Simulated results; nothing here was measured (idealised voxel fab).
You're looking at the process module voxel released beams.
Square cells of 5 nm make up the cross-section cut, whose width is 235 nm.
We lay out every cross-section as a grid of square cells and spell it out in bands from the top down, where one band means one or more rows of cells.
Basically the band line says how high the top is and how high the bottom is, in nm, and then what's in it from left to right, every material with its width in nm. Empty space shows up as "blank", and if a single material carries "full width" it runs the full band edge to edge.
Where do heights start? At 0: under that level the wafer as delivered is made of one material only. And the lowest band has no floor; it just carries on downward, as in "0 and below".
So if you see something like "30..40" for the width, read it as the top row of the band sitting at the first number and the bottom row at the second, with every row in between moving by the same amount as the last.
"nothing was modified" after a step means that no cell of the cross-section changed.
Enclosed voids (no open way to top), threshold 8 cells or more, entry "Closed void table", notation width x height at distance, distance from left edge, nm.
If you see something after the settings on a step's line, that's the simulator's own remark about that step.
overlay nm: mask right of planned place by this much (step with mask). Neg. = left.

PLANNED STEP LIST FOR THE PROCESS
- 1: RECEIVE,material Si
- 2: CONFORMAL_DEP,material Al2O3,thk nm 10
- 3: DIRECTIONAL_DEP,material SiO2,thk nm 15
- 4: MASKED_ETCH,tone open,mask id ANCHOR,width nm 30,etch materials SiO2,depth nm 15,overlay nm -15
- 5: CONFORMAL_DEP,material polySi,thk nm 10
- 6: MASKED_ETCH,tone cover,mask id BEAM,width nm 100,etch materials polySi,depth nm 10,overlay nm 0
- 7: STRIP,etch materials SiO2
It is noted that the wafers described herein are identical at the outset and are distinguished by the overlay nm of step 4; the value stated in the plan corresponds to the first wafer.

AS-RECEIVED CROSS-SECTION, FIRST OF SEVERAL WAFERS, POST STEP 1
  0 and below = Si full width
  Closed void table: none

THE CROSS-SECTION OF THE FIRST OF SEVERAL WAFERS IS GIVEN BELOW FOR THE END OF THE MODULE, AFTER ITS FINAL STEP, STEP 7
  35 down to 25 = blank (75), polySi (90), blank (70)
  25 down to 20 = blank (55), polySi (10), blank (10), polySi (10), blank (150)
  20 down to 10 = blank (55), polySi (30), blank (150)
  10 down to 0 = Al2O3 full width
  0 and below = Si full width
  Closed void table: none

HERE WE CROSS-SECTIONED THE LAST OF THE WAFERS ONCE THE MODULE WAS DONE
  35 down to 25 = blank (65), polySi (30), blank (10), polySi (60), blank (70)
  25 down to 20 = blank (85), polySi (10), blank (10), polySi (10), blank (120)
  20 down to 10 = blank (85), polySi (30), blank (120)
  10 down to 0 = Al2O3 full width
  0 and below = Si full width
  Closed void table: none

PER-WAFER ROWS BELOW. FOR EACH MATERIAL: CELLS GAINED (+) OR LOST (-) SINCE THE WAFER WAS RECEIVED, AS OF END OF MODULE. THEN: CLOSED VOIDS
overlay nm -15; +94 Al2O3; +52 polySi; Closed void table: none
overlay nm -10; +94 Al2O3; +52 polySi; Closed void table: none
overlay nm -5; +94 Al2O3; +52 polySi; Closed void table: none
overlay nm 0; +94 Al2O3; +52 polySi; Closed void table: none
overlay nm 5; +94 Al2O3; +52 polySi; Closed void table: none
overlay nm 10; +94 Al2O3; +52 polySi; Closed void table: none
overlay nm 15; +94 Al2O3; +52 polySi; Closed void table: none
